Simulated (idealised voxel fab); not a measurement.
Title: Process Module voxel transistor to metal
FYI the section here is cut, 210 nm wide, cells are 5 nm squares.
Cross-section spec: square-cell grid; bands listed top down; each band is one or more rows.
Heights first: top, then bottom, in nm. Then materials, left to right, each with a width in nm. "everywhere" on a single material: fills the band edge to edge. "air": empty space.
Basically, 0 is our baseline, since under it the wafer straight out of the box is all one material. The bottom band has no lower end and keeps on going down, so it looks like "0 nm and below".
Read "30..40" as a graded width: first number on top, second number at the bottom, same change between each pair of neighbouring rows.
Given "stayed the same" for a step, no cell of the cross-section differs between before and after that step.
In the "Unvented cavities" entry, you get each enclosed empty space of 8 cells or more, one with no open way to the top, written width x height at distance, distance from the left edge, in nm.
Past the settings on a step's line: simulator remark, on that step.
overlay nm: mask offset rightward from planned place, masked step; negative means leftward offset.

-- Steps in the process plan
1: RECEIVE, material Si
2: OXIDIZE, depth nm 5
3: CONFORMAL_DEP, material SiN, thk nm 10
4: DIRECTIONAL_DEP, material aC, thk nm 10
5: PATTERN, tone cover, mask id ACTIVE, material resist, width nm 85, thk nm 30, overlay nm 0
6: DIRECTIONAL_ETCH, etch materials aC, depth nm 10
7: STRIP, etch materials resist
8: DIRECTIONAL_ETCH, etch materials SiN, depth nm 10
9: DIRECTIONAL_ETCH, etch materials SiO2, depth nm 5
10: DIRECTIONAL_ETCH, etch materials Si, depth nm 25
11: STRIP, etch materials aC
12: OXIDIZE, depth nm 5
13: FILL_DEP, material SiO2, thk nm 15
14: CMP, height nm 10
15: SELECTIVE_ETCH, etch materials SiO2, depth nm 5
16: STRIP, etch materials SiN
17: SELECTIVE_ETCH, etch materials SiO2, depth nm 5
18: OXIDIZE, depth nm 5
19: DIRECTIONAL_DEP, material polySi, thk nm 25
20: DIRECTIONAL_DEP, material SiCN, thk nm 10
21: DIRECTIONAL_DEP, material aC, thk nm 15
22: PATTERN, tone cover, mask id GATE, material resist, width nm 15, thk nm 35, overlay nm 0
23: DIRECTIONAL_ETCH, etch materials aC, depth nm 15
24: STRIP, etch materials resist
25: DIRECTIONAL_ETCH, etch materials SiCN, depth nm 20
26: DIRECTIONAL_ETCH, etch materials polySi, depth nm 35
27: STRIP, etch materials aC
28: CONFORMAL_DEP, material SiO2, thk nm 5
29: DIRECTIONAL_ETCH, etch materials SiO2, depth nm 5
30: CONFORMAL_DEP, material SiN, thk nm 5
31: DIRECTIONAL_ETCH, etch materials SiN, depth nm 5
32: DIRECTIONAL_ETCH, etch materials SiO2, depth nm 5
33: EPI, material pSi, thk nm 5
34: FILL_DEP, material SiO2, thk nm 10
35: CMP, height nm 30
36: DIRECTIONAL_DEP, material SiO2, thk nm 15
37: PATTERN, tone open, mask id CONTACT, material resist, width nm 25, pitch nm 50, thk nm 20, overlay nm 0
38: DIRECTIONAL_ETCH, etch materials SiO2, depth nm 50
39: STRIP, etch materials resist
40: CONFORMAL_DEP, material TiN, thk nm 5
41: FILL_DEP, material W, thk nm 5
42: CMP, height nm 45
43: CONFORMAL_DEP, material SiN, thk nm 5
44: DIRECTIONAL_DEP, material lowk, thk nm 25
45: DIRECTIONAL_DEP, material aC, thk nm 10
46: PATTERN, tone open, mask id METAL_1, material resist, width nm 15, pitch nm 60, thk nm 25, overlay nm 0
47: DIRECTIONAL_ETCH, etch materials aC, depth nm 10
48: STRIP, etch materials resist
49: DIRECTIONAL_ETCH, etch materials lowk, depth nm 25
50: DIRECTIONAL_ETCH, etch materials SiN, depth nm 5
51: STRIP, etch materials aC
52: CONFORMAL_DEP, material TiN, thk nm 5
53: FILL_DEP, material W, thk nm 10
54: CMP, height nm 75
55: CONFORMAL_DEP, material SiCN, thk nm 5
56: DIRECTIONAL_DEP, material lowk, thk nm 35
57: PATTERN, tone open, mask id METAL_2, material resist, width nm 15, pitch nm 60, thk nm 20, overlay nm 0
58: DIRECTIONAL_ETCH, etch materials lowk, depth nm 20
59: STRIP, etch materials resist
60: PATTERN, tone open, mask id METAL_2_HOLES, material resist, width nm 15, pitch nm 60, thk nm 15, overlay nm 0
61: DIRECTIONAL_ETCH, etch materials lowk, depth nm 15
62: DIRECTIONAL_ETCH, etch materials SiCN, depth nm 5
63: STRIP, etch materials resist
64: CONFORMAL_DEP, material TiN, thk nm 5
65: FILL_DEP, material Cu, thk nm 5
66: CMP, height nm 115
67: CONFORMAL_DEP, material SiN, thk nm 5

-- Concerning the first of two wafers, which was run in accordance with the plan

-- Delivered wafer in cross-section: state after step 1
> 0 nm and below: Si everywhere
> Unvented cavities: none

-- Once step 2 is through, the wafer looks like this in cross-section
> 0 nm to -5 nm: SiO2 everywhere
> All layers under -5 are left as they were.

-- Once step 3 is through, the wafer looks like this in cross-section
> 10 nm to 0 nm: SiN everywhere
> All layers under 0 are left as they were.

-- Once step 4 is through, the wafer looks like this in cross-section
> 20 nm to 10 nm: aC everywhere
> All layers under 10 are left as they were.

-- Once step 5 is through, the wafer looks like this in cross-section
> 50 nm to 20 nm: 60 air | 85 resist | 65 air
> All layers under 20 are left as they were.

-- Once step 6 is through, the wafer looks like this in cross-section
> 40 nm to 20 nm: 60 air | 85 resist | 65 air
> 20 nm to 10 nm: 60 air | 85 aC | 65 air
> All layers under 10 are left as they were.

-- Once step 7 is through, the wafer looks like this in cross-section
> 20 nm to 10 nm: 60 air | 85 aC | 65 air
> All layers under 10 are left as they were.

-- Once step 8 is through, the wafer looks like this in cross-section
> 20 nm to 10 nm: 60 air | 85 aC | 65 air
> 10 nm to 0 nm: 60 air | 85 SiN | 65 air
> All layers under 0 are left as they were.

-- Once step 9 is through, the wafer looks like this in cross-section
> 20 nm to 10 nm: 60 air | 85 aC | 65 air
> 10 nm to 0 nm: 60 air | 85 SiN | 65 air
> 0 nm to -5 nm: 60 air | 85 SiO2 | 65 air
> All layers under -5 are left as they were.

-- Once step 10 is through, the wafer looks like this in cross-section
> 20 nm to 10 nm: 60 air | 85 aC | 65 air
> 10 nm to 0 nm: 60 air | 85 SiN | 65 air
> 0 nm to -5 nm: 60 air | 85 SiO2 | 65 air
> -5 nm to -30 nm: 60 air | 85 Si | 65 air
> All layers under -30 are left as they were.

-- Once step 11 is through, the wafer looks like this in cross-section
> 10 nm to 0 nm: 60 air | 85 SiN | 65 air
> All layers under 0 are left as they were.

-- Once step 12 is through, the wafer looks like this in cross-section
> 10 nm to 0 nm: 60 air | 85 SiN | 65 air
> 0 nm to -5 nm: 60 air | 85 SiO2 | 65 air
> -5 nm to -30 nm: 60 air | 5 SiO2 | 75 Si | 5 SiO2 | 65 air
> -30 nm to -35 nm: 65 SiO2 | 75 Si | 70 SiO2
> All layers under -35 are left as they were.

-- Once step 13 is through, the wafer looks like this in cross-section
> 25 nm to 10 nm: SiO2 everywhere
> 10 nm to 0 nm: 60 SiO2 | 85 SiN | 65 SiO2
> 0 nm to -5 nm: SiO2 everywhere
> -5 nm to -35 nm: 65 SiO2 | 75 Si | 70 SiO2
> All layers under -35 are left as they were.

-- Once step 14 is through, the wafer looks like this in cross-section
> 10 nm to 0 nm: 60 SiO2 | 85 SiN | 65 SiO2
> All layers under 0 are left as they were.

-- Once step 15 is through, the wafer looks like this in cross-section
> 10 nm to 5 nm: 60 air | 85 SiN | 65 air
> All layers under 5 are left as they were.

-- Once step 16 is through, the wafer looks like this in cross-section
> 5 nm to 0 nm: 60 SiO2 | 85 air | 65 SiO2
> All layers under 0 are left as they were.

-- Once step 17 is through, the wafer looks like this in cross-section
> 0 nm to -5 nm: 55 SiO2 | 95 air | 60 SiO2
> All layers under -5 are left as they were.

-- Once step 18 is through, the wafer looks like this in cross-section
> 0 nm to -5 nm: 55 SiO2 | 95 air | 60 SiO2
> -5 nm to -10 nm: SiO2 everywhere
> All layers under -10 are left as they were.

-- Once step 19 is through, the wafer looks like this in cross-section
> 25 nm to 20 nm: 55 polySi | 95 air | 60 polySi
> 20 nm to 0 nm: polySi everywhere
> 0 nm to -5 nm: 55 SiO2 | 95 polySi | 60 SiO2
> All layers under -5 are left as they were.

-- Once step 20 is through, the wafer looks like this in cross-section
> 35 nm to 30 nm: 55 SiCN | 95 air | 60 SiCN
> 30 nm to 25 nm: SiCN everywhere
> 25 nm to 20 nm: 55 polySi | 95 SiCN | 60 polySi
> All layers under 20 are left as they were.

-- Once step 21 is through, the wafer looks like this in cross-section
> 50 nm to 45 nm: 55 aC | 95 air | 60 aC
> 45 nm to 35 nm: aC everywhere
> 35 nm to 30 nm: 55 SiCN | 95 aC | 60 SiCN
> All layers under 30 are left as they were.

-- Once step 22 is through, the wafer looks like this in cross-section
> 85 nm to 50 nm: 95 air | 15 resist | 100 air
> 50 nm to 45 nm: 55 aC | 40 air | 15 resist | 40 air | 60 aC
> All layers under 45 are left as they were.

-- Once step 23 is through, the wafer looks like this in cross-section
> 70 nm to 45 nm: 95 air | 15 resist | 100 air
> 45 nm to 35 nm: 95 air | 15 aC | 100 air
> 35 nm to 30 nm: 55 SiCN | 40 air | 15 aC | 40 air | 60 SiCN
> All layers under 30 are left as they were.

-- Once step 24 is through, the wafer looks like this in cross-section
> 45 nm to 35 nm: 95 air | 15 aC | 100 air
> All layers under 35 are left as they were.

-- Once step 25 is through, the wafer looks like this in cross-section
> 45 nm to 30 nm: 95 air | 15 aC | 100 air
> 30 nm to 25 nm: 95 air | 15 SiCN | 100 air
> 25 nm to 20 nm: 55 polySi | 40 air | 15 SiCN | 40 air | 60 polySi
> All layers under 20 are left as they were.

-- Once step 26 is through, the wafer looks like this in cross-section
> 45 nm to 30 nm: 95 air | 15 aC | 100 air
> 30 nm to 20 nm: 95 air | 15 SiCN | 100 air
> 20 nm to 0 nm: 95 air | 15 polySi | 100 air
> 0 nm to -5 nm: 55 SiO2 | 40 air | 15 polySi | 40 air | 60 SiO2
> All layers under -5 are left as they were.

-- Once step 27 is through, the wafer looks like this in cross-section
> 30 nm to 20 nm: 95 air | 15 SiCN | 100 air
> All layers under 20 are left as they were.

-- Once step 28 is through, the wafer looks like this in cross-section
> 35 nm to 30 nm: 90 air | 25 SiO2 | 95 air
> 30 nm to 20 nm: 90 air | 5 SiO2 | 15 SiCN | 5 SiO2 | 95 air
> 20 nm to 5 nm: 90 air | 5 SiO2 | 15 polySi | 5 SiO2 | 95 air
> 5 nm to 0 nm: 60 SiO2 | 30 air | 5 SiO2 | 15 polySi | 5 SiO2 | 30 air | 65 SiO2
> 0 nm to -5 nm: 95 SiO2 | 15 polySi | 100 SiO2
> All layers under -5 are left as they were.

-- Once step 29 is through, the wafer looks like this in cross-section
> 30 nm to 20 nm: 90 air | 5 SiO2 | 15 SiCN | 5 SiO2 | 95 air
> 20 nm to 0 nm: 90 air | 5 SiO2 | 15 polySi | 5 SiO2 | 95 air
> 0 nm to -5 nm: 60 SiO2 | 30 air | 5 SiO2 | 15 polySi | 5 SiO2 | 30 air | 65 SiO2
> All layers under -5 are left as they were.

-- Once step 30 is through, the wafer looks like this in cross-section
> 35 nm to 30 nm: 85 air | 35 SiN | 90 air
> 30 nm to 20 nm: 85 air | 5 SiN | 5 SiO2 | 15 SiCN | 5 SiO2 | 5 SiN | 90 air
> 20 nm to 5 nm: 85 air | 5 SiN | 5 SiO2 | 15 polySi | 5 SiO2 | 5 SiN | 90 air
> 5 nm to 0 nm: 65 SiN | 20 air | 5 SiN | 5 SiO2 | 15 polySi | 5 SiO2 | 5 SiN | 20 air | 70 SiN
> 0 nm to -5 nm: 60 SiO2 | 30 SiN | 5 SiO2 | 15 polySi | 5 SiO2 | 30 SiN | 65 SiO2
> All layers under -5 are left as they were.

-- Once step 31 is through, the wafer looks like this in cross-section
> 30 nm to 20 nm: 85 air | 5 SiN | 5 SiO2 | 15 SiCN | 5 SiO2 | 5 SiN | 90 air
> 20 nm to 0 nm: 85 air | 5 SiN | 5 SiO2 | 15 polySi | 5 SiO2 | 5 SiN | 90 air
> 0 nm to -5 nm: 60 SiO2 | 5 SiN | 20 air | 5 SiN | 5 SiO2 | 15 polySi | 5 SiO2 | 5 SiN | 20 air | 5 SiN | 65 SiO2
> All layers under -5 are left as they were.

-- Once step 32 is through, the wafer looks like this in cross-section
> 30 nm to 25 nm: 85 air | 5 SiN | 5 air | 15 SiCN | 5 air | 5 SiN | 90 air
> 25 nm to 20 nm: 85 air | 5 SiN | 5 SiO2 | 15 SiCN | 5 SiO2 | 5 SiN | 90 air
> 20 nm to 0 nm: 85 air | 5 SiN | 5 SiO2 | 15 polySi | 5 SiO2 | 5 SiN | 90 air
> 0 nm to -5 nm: 60 air | 5 SiN | 20 air | 5 SiN | 5 SiO2 | 15 polySi | 5 SiO2 | 5 SiN | 20 air | 5 SiN | 65 air
> -5 nm to -10 nm: 65 SiO2 | 20 air | 35 SiO2 | 20 air | 70 SiO2
> All layers under -10 are left as they were.

-- Once step 33 is through, the wafer looks like this in cross-section
> 30 nm to 25 nm: 85 air | 5 SiN | 5 air | 15 SiCN | 5 air | 5 SiN | 90 air
> 25 nm to 20 nm: 85 air | 5 SiN | 5 SiO2 | 15 SiCN | 5 SiO2 | 5 SiN | 90 air
> 20 nm to 0 nm: 85 air | 5 SiN | 5 SiO2 | 15 polySi | 5 SiO2 | 5 SiN | 90 air
> 0 nm to -5 nm: 60 air | 5 SiN | 20 air | 5 SiN | 5 SiO2 | 15 polySi | 5 SiO2 | 5 SiN | 20 air | 5 SiN | 65 air
> -5 nm to -10 nm: 65 SiO2 | 20 pSi | 35 SiO2 | 20 pSi | 70 SiO2
> All layers under -10 are left as they were.

-- Once step 34 is through, the wafer looks like this in cross-section
> 40 nm to 30 nm: SiO2 everywhere
> 30 nm to 20 nm: 85 SiO2 | 5 SiN | 5 SiO2 | 15 SiCN | 5 SiO2 | 5 SiN | 90 SiO2
> 20 nm to 0 nm: 85 SiO2 | 5 SiN | 5 SiO2 | 15 polySi | 5 SiO2 | 5 SiN | 90 SiO2
> 0 nm to -5 nm: 60 SiO2 | 5 SiN | 20 SiO2 | 5 SiN | 5 SiO2 | 15 polySi | 5 SiO2 | 5 SiN | 20 SiO2 | 5 SiN | 65 SiO2
> All layers under -5 are left as they were.

-- Once step 35 is through, the wafer looks like this in cross-section
> 30 nm to 20 nm: 85 SiO2 | 5 SiN | 5 SiO2 | 15 SiCN | 5 SiO2 | 5 SiN | 90 SiO2
> All layers under 20 are left as they were.

-- Once step 36 is through, the wafer looks like this in cross-section
> 45 nm to 30 nm: SiO2 everywhere
> All layers under 30 are left as they were.

-- Once step 37 is through, the wafer looks like this in cross-section
> 65 nm to 45 nm: 65 resist | 25 air | 25 resist | 25 air | 70 resist
> All layers under 45 are left as they were.

-- Once step 38 is through, the wafer looks like this in cross-section
> 65 nm to 45 nm: 65 resist | 25 air | 25 resist | 25 air | 70 resist
> 45 nm to 30 nm: 65 SiO2 | 25 air | 25 SiO2 | 25 air | 70 SiO2
> 30 nm to 20 nm: 65 SiO2 | 20 air | 5 SiN | 5 SiO2 | 15 SiCN | 5 SiO2 | 5 SiN | 20 air | 70 SiO2
> 20 nm to 0 nm: 65 SiO2 | 20 air | 5 SiN | 5 SiO2 | 15 polySi | 5 SiO2 | 5 SiN | 20 air | 70 SiO2
> 0 nm to -5 nm: 60 SiO2 | 5 SiN | 20 air | 5 SiN | 5 SiO2 | 15 polySi | 5 SiO2 | 5 SiN | 20 air | 5 SiN | 65 SiO2
> All layers under -5 are left as they were.

-- Once step 39 is through, the wafer looks like this in cross-section
> 45 nm to 30 nm: 65 SiO2 | 25 air | 25 SiO2 | 25 air | 70 SiO2
> All layers under 30 are left as they were.

-- Once step 40 is through, the wafer looks like this in cross-section
> 50 nm to 45 nm: 70 TiN | 15 air | 35 TiN | 15 air | 75 TiN
> 45 nm to 35 nm: 65 SiO2 | 5 TiN | 15 air | 5 TiN | 25 SiO2 | 5 TiN | 15 air | 5 TiN | 70 SiO2
> 35 nm to 30 nm: 65 SiO2 | 5 TiN | 10 air | 10 TiN | 25 SiO2 | 10 TiN | 10 air | 5 TiN | 70 SiO2
> 30 nm to 20 nm: 65 SiO2 | 5 TiN | 10 air | 5 TiN | 5 SiN | 5 SiO2 | 15 SiCN | 5 SiO2 | 5 SiN | 5 TiN | 10 air | 5 TiN | 70 SiO2
> 20 nm to 0 nm: 65 SiO2 | 5 TiN | 10 air | 5 TiN | 5 SiN | 5 SiO2 | 15 polySi | 5 SiO2 | 5 SiN | 5 TiN | 10 air | 5 TiN | 70 SiO2
> 0 nm to -5 nm: 60 SiO2 | 5 SiN | 20 TiN | 5 SiN | 5 SiO2 | 15 polySi | 5 SiO2 | 5 SiN | 20 TiN | 5 SiN | 65 SiO2
> All layers under -5 are left as they were.

-- Once step 41 is through, the wafer looks like this in cross-section
> 55 nm to 50 nm: W everywhere
> 50 nm to 45 nm: 70 TiN | 15 W | 35 TiN | 15 W | 75 TiN
> 45 nm to 35 nm: 65 SiO2 | 5 TiN | 15 W | 5 TiN | 25 SiO2 | 5 TiN | 15 W | 5 TiN | 70 SiO2
> 35 nm to 30 nm: 65 SiO2 | 5 TiN | 10 W | 10 TiN | 25 SiO2 | 10 TiN | 10 W | 5 TiN | 70 SiO2
> 30 nm to 20 nm: 65 SiO2 | 5 TiN | 10 W | 5 TiN | 5 SiN | 5 SiO2 | 15 SiCN | 5 SiO2 | 5 SiN | 5 TiN | 10 W | 5 TiN | 70 SiO2
> 20 nm to 0 nm: 65 SiO2 | 5 TiN | 10 W | 5 TiN | 5 SiN | 5 SiO2 | 15 polySi | 5 SiO2 | 5 SiN | 5 TiN | 10 W | 5 TiN | 70 SiO2
> All layers under 0 are left as they were.

-- Once step 42 is through, the wafer looks like this in cross-section
> 45 nm to 35 nm: 65 SiO2 | 5 TiN | 15 W | 5 TiN | 25 SiO2 | 5 TiN | 15 W | 5 TiN | 70 SiO2
> All layers under 35 are left as they were.

-- Once step 43 is through, the wafer looks like this in cross-section
> 50 nm to 45 nm: SiN everywhere
> All layers under 45 are left as they were.

-- Once step 44 is through, the wafer looks like this in cross-section
> 75 nm to 50 nm: lowk everywhere
> All layers under 50 are left as they were.

-- Once step 45 is through, the wafer looks like this in cross-section
> 85 nm to 75 nm: aC everywhere
> All layers under 75 are left as they were.

-- Once step 46 is through, the wafer looks like this in cross-section
> 110 nm to 85 nm: 65 resist | 15 air | 45 resist | 15 air | 70 resist
> All layers under 85 are left as they were.

-- Once step 47 is through, the wafer looks like this in cross-section
> 100 nm to 85 nm: 65 resist | 15 air | 45 resist | 15 air | 70 resist
> 85 nm to 75 nm: 65 aC | 15 air | 45 aC | 15 air | 70 aC
> All layers under 75 are left as they were.

-- Once step 48 is through, the wafer looks like this in cross-section
> 85 nm to 75 nm: 65 aC | 15 air | 45 aC | 15 air | 70 aC
> All layers under 75 are left as they were.

-- Once step 49 is through, the wafer looks like this in cross-section
> 85 nm to 75 nm: 65 aC | 15 air | 45 aC | 15 air | 70 aC
> 75 nm to 50 nm: 65 lowk | 15 air | 45 lowk | 15 air | 70 lowk
> All layers under 50 are left as they were.

-- Once step 50 is through, the wafer looks like this in cross-section
> 85 nm to 75 nm: 65 aC | 15 air | 45 aC | 15 air | 70 aC
> 75 nm to 50 nm: 65 lowk | 15 air | 45 lowk | 15 air | 70 lowk
> 50 nm to 45 nm: 65 SiN | 15 air | 45 SiN | 15 air | 70 SiN
> All layers under 45 are left as they were.

-- Once step 51 is through, the wafer looks like this in cross-section
> 75 nm to 50 nm: 65 lowk | 15 air | 45 lowk | 15 air | 70 lowk
> All layers under 50 are left as they were.

-- Once step 52 is through, the wafer looks like this in cross-section
> 80 nm to 75 nm: 70 TiN | 5 air | 55 TiN | 5 air | 75 TiN
> 75 nm to 50 nm: 65 lowk | 5 TiN | 5 air | 5 TiN | 45 lowk | 5 TiN | 5 air | 5 TiN | 70 lowk
> 50 nm to 45 nm: 65 SiN | 15 TiN | 45 SiN | 15 TiN | 70 SiN
> All layers under 45 are left as they were.

-- Once step 53 is through, the wafer looks like this in cross-section
> 90 nm to 80 nm: W everywhere
> 80 nm to 75 nm: 70 TiN | 5 W | 55 TiN | 5 W | 75 TiN
> 75 nm to 50 nm: 65 lowk | 5 TiN | 5 W | 5 TiN | 45 lowk | 5 TiN | 5 W | 5 TiN | 70 lowk
> All layers under 50 are left as they were.

-- Once step 54 is through, the wafer looks like this in cross-section
> 75 nm to 50 nm: 65 lowk | 5 TiN | 5 W | 5 TiN | 45 lowk | 5 TiN | 5 W | 5 TiN | 70 lowk
> All layers under 50 are left as they were.

-- Once step 55 is through, the wafer looks like this in cross-section
> 80 nm to 75 nm: SiCN everywhere
> All layers under 75 are left as they were.

-- Once step 56 is through, the wafer looks like this in cross-section
> 115 nm to 80 nm: lowk everywhere
> All layers under 80 are left as they were.

-- Once step 57 is through, the wafer looks like this in cross-section
> 135 nm to 115 nm: 65 resist | 15 air | 45 resist | 15 air | 70 resist
> All layers under 115 are left as they were.

-- Once step 58 is through, the wafer looks like this in cross-section
> 135 nm to 115 nm: 65 resist | 15 air | 45 resist | 15 air | 70 resist
> 115 nm to 95 nm: 65 lowk | 15 air | 45 lowk | 15 air | 70 lowk
> All layers under 95 are left as they were.

-- Once step 59 is through, the wafer looks like this in cross-section
> 115 nm to 95 nm: 65 lowk | 15 air | 45 lowk | 15 air | 70 lowk
> All layers under 95 are left as they were.

-- Once step 60 is through, the wafer looks like this in cross-section
> 130 nm to 115 nm: 65 resist | 15 air | 45 resist | 15 air | 70 resist
> All layers under 115 are left as they were.

-- Once step 61 is through, the wafer looks like this in cross-section
> 130 nm to 115 nm: 65 resist | 15 air | 45 resist | 15 air | 70 resist
> 115 nm to 80 nm: 65 lowk | 15 air | 45 lowk | 15 air | 70 lowk
> All layers under 80 are left as they were.

-- Once step 62 is through, the wafer looks like this in cross-section
> 130 nm to 115 nm: 65 resist | 15 air | 45 resist | 15 air | 70 resist
> 115 nm to 80 nm: 65 lowk | 15 air | 45 lowk | 15 air | 70 lowk
> 80 nm to 75 nm: 65 SiCN | 15 air | 45 SiCN | 15 air | 70 SiCN
> All layers under 75 are left as they were.

-- Once step 63 is through, the wafer looks like this in cross-section
> 115 nm to 80 nm: 65 lowk | 15 air | 45 lowk | 15 air | 70 lowk
> All layers under 80 are left as they were.

-- Once step 64 is through, the wafer looks like this in cross-section
> 120 nm to 115 nm: 70 TiN | 5 air | 55 TiN | 5 air | 75 TiN
> 115 nm to 80 nm: 65 lowk | 5 TiN | 5 air | 5 TiN | 45 lowk | 5 TiN | 5 air | 5 TiN | 70 lowk
> 80 nm to 75 nm: 65 SiCN | 15 TiN | 45 SiCN | 15 TiN | 70 SiCN
> All layers under 75 are left as they were.

-- Once step 65 is through, the wafer looks like this in cross-section
> 125 nm to 120 nm: Cu everywhere
> 120 nm to 115 nm: 70 TiN | 5 Cu | 55 TiN | 5 Cu | 75 TiN
> 115 nm to 80 nm: 65 lowk | 5 TiN | 5 Cu | 5 TiN | 45 lowk | 5 TiN | 5 Cu | 5 TiN | 70 lowk
> All layers under 80 are left as they were.

-- Once step 66 is through, the wafer looks like this in cross-section
> 115 nm to 80 nm: 65 lowk | 5 TiN | 5 Cu | 5 TiN | 45 lowk | 5 TiN | 5 Cu | 5 TiN | 70 lowk
> All layers under 80 are left as they were.

-- Once step 67 is through, the wafer looks like this in cross-section
> 120 nm to 115 nm: SiN everywhere
> All layers under 115 are left as they were.

-- Second wafer, same starting conditions and recipe as the first, one mistake in executing it, nothing differs from the first up to and including step 45

-- Planned end of step 46: second wafer, cross-section
> 110 nm to 85 nm: 65 air | 15 resist | 45 air | 15 resist | 70 air
> All layers under 85 are left as they were.

-- Planned end of step 47: second wafer, cross-section
> 100 nm to 85 nm: 65 air | 15 resist | 45 air | 15 resist | 70 air
> 85 nm to 75 nm: 65 air | 15 aC | 45 air | 15 aC | 70 air
> All layers under 75 are left as they were.

-- Planned end of step 48: second wafer, cross-section
> 85 nm to 75 nm: 65 air | 15 aC | 45 air | 15 aC | 70 air
> All layers under 75 are left as they were.

-- Planned end of step 49: second wafer, cross-section
> 85 nm to 75 nm: 65 air | 15 aC | 45 air | 15 aC | 70 air
> 75 nm to 50 nm: 65 air | 15 lowk | 45 air | 15 lowk | 70 air
> All layers under 50 are left as they were.

-- Planned end of step 50: second wafer, cross-section
> 85 nm to 75 nm: 65 air | 15 aC | 45 air | 15 aC | 70 air
> 75 nm to 50 nm: 65 air | 15 lowk | 45 air | 15 lowk | 70 air
> 50 nm to 45 nm: 65 air | 15 SiN | 45 air | 15 SiN | 70 air
> All layers under 45 are left as they were.

-- Planned end of step 51: second wafer, cross-section
> 75 nm to 50 nm: 65 air | 15 lowk | 45 air | 15 lowk | 70 air
> All layers under 50 are left as they were.

-- Planned end of step 52: second wafer, cross-section
> 80 nm to 75 nm: 60 air | 25 TiN | 35 air | 25 TiN | 65 air
> 75 nm to 50 nm: 60 air | 5 TiN | 15 lowk | 5 TiN | 35 air | 5 TiN | 15 lowk | 5 TiN | 65 air
> 50 nm to 45 nm: 65 TiN | 15 SiN | 45 TiN | 15 SiN | 70 TiN
> All layers under 45 are left as they were.

-- Planned end of step 53: second wafer, cross-section
> 90 nm to 80 nm: W everywhere
> 80 nm to 75 nm: 60 W | 25 TiN | 35 W | 25 TiN | 65 W
> 75 nm to 50 nm: 60 W | 5 TiN | 15 lowk | 5 TiN | 35 W | 5 TiN | 15 lowk | 5 TiN | 65 W
> All layers under 50 are left as they were.

-- Planned end of step 54: second wafer, cross-section
> 75 nm to 50 nm: 60 W | 5 TiN | 15 lowk | 5 TiN | 35 W | 5 TiN | 15 lowk | 5 TiN | 65 W
> All layers under 50 are left as they were.

-- Planned end of step 55: second wafer, cross-section
> 80 nm to 75 nm: SiCN everywhere
> All layers under 75 are left as they were.

-- Planned end of step 56: second wafer, cross-section
> 115 nm to 80 nm: lowk everywhere
> All layers under 80 are left as they were.

-- Planned end of step 57: second wafer, cross-section
> 135 nm to 115 nm: 65 resist | 15 air | 45 resist | 15 air | 70 resist
> All layers under 115 are left as they were.

-- Planned end of step 58: second wafer, cross-section
> 135 nm to 115 nm: 65 resist | 15 air | 45 resist | 15 air | 70 resist
> 115 nm to 95 nm: 65 lowk | 15 air | 45 lowk | 15 air | 70 lowk
> All layers under 95 are left as they were.

-- Planned end of step 59: second wafer, cross-section
> 115 nm to 95 nm: 65 lowk | 15 air | 45 lowk | 15 air | 70 lowk
> All layers under 95 are left as they were.

-- Planned end of step 60: second wafer, cross-section
> 130 nm to 115 nm: 65 resist | 15 air | 45 resist | 15 air | 70 resist
> All layers under 115 are left as they were.

-- Planned end of step 61: second wafer, cross-section
> 130 nm to 115 nm: 65 resist | 15 air | 45 resist | 15 air | 70 resist
> 115 nm to 80 nm: 65 lowk | 15 air | 45 lowk | 15 air | 70 lowk
> All layers under 80 are left as they were.

-- Planned end of step 62: second wafer, cross-section
> 130 nm to 115 nm: 65 resist | 15 air | 45 resist | 15 air | 70 resist
> 115 nm to 80 nm: 65 lowk | 15 air | 45 lowk | 15 air | 70 lowk
> 80 nm to 75 nm: 65 SiCN | 15 air | 45 SiCN | 15 air | 70 SiCN
> All layers under 75 are left as they were.

-- Planned end of step 63: second wafer, cross-section
> 115 nm to 80 nm: 65 lowk | 15 air | 45 lowk | 15 air | 70 lowk
> All layers under 80 are left as they were.

-- Planned end of step 64: second wafer, cross-section
> 120 nm to 115 nm: 70 TiN | 5 air | 55 TiN | 5 air | 75 TiN
> 115 nm to 80 nm: 65 lowk | 5 TiN | 5 air | 5 TiN | 45 lowk | 5 TiN | 5 air | 5 TiN | 70 lowk
> 80 nm to 75 nm: 65 SiCN | 15 TiN | 45 SiCN | 15 TiN | 70 SiCN
> All layers under 75 are left as they were.

-- Planned end of step 65: second wafer, cross-section
> 125 nm to 120 nm: Cu everywhere
> 120 nm to 115 nm: 70 TiN | 5 Cu | 55 TiN | 5 Cu | 75 TiN
> 115 nm to 80 nm: 65 lowk | 5 TiN | 5 Cu | 5 TiN | 45 lowk | 5 TiN | 5 Cu | 5 TiN | 70 lowk
> All layers under 80 are left as they were.

-- Planned end of step 66: second wafer, cross-section
> 115 nm to 80 nm: 65 lowk | 5 TiN | 5 Cu | 5 TiN | 45 lowk | 5 TiN | 5 Cu | 5 TiN | 70 lowk
> All layers under 80 are left as they were.

-- Planned end of step 67: second wafer, cross-section
> 120 nm to 115 nm: SiN everywhere
> All layers under 115 are left as they were.
Here's what went sideways: rather than as planned, step 46 actually ran as PATTERN, tone cover, mask id METAL_1, material resist, width nm 15, pitch nm 60, thk nm 25, overlay nm 0
at the end the second wafer has, in cells: SiN -30; TiN +30; W +150; lowk -150
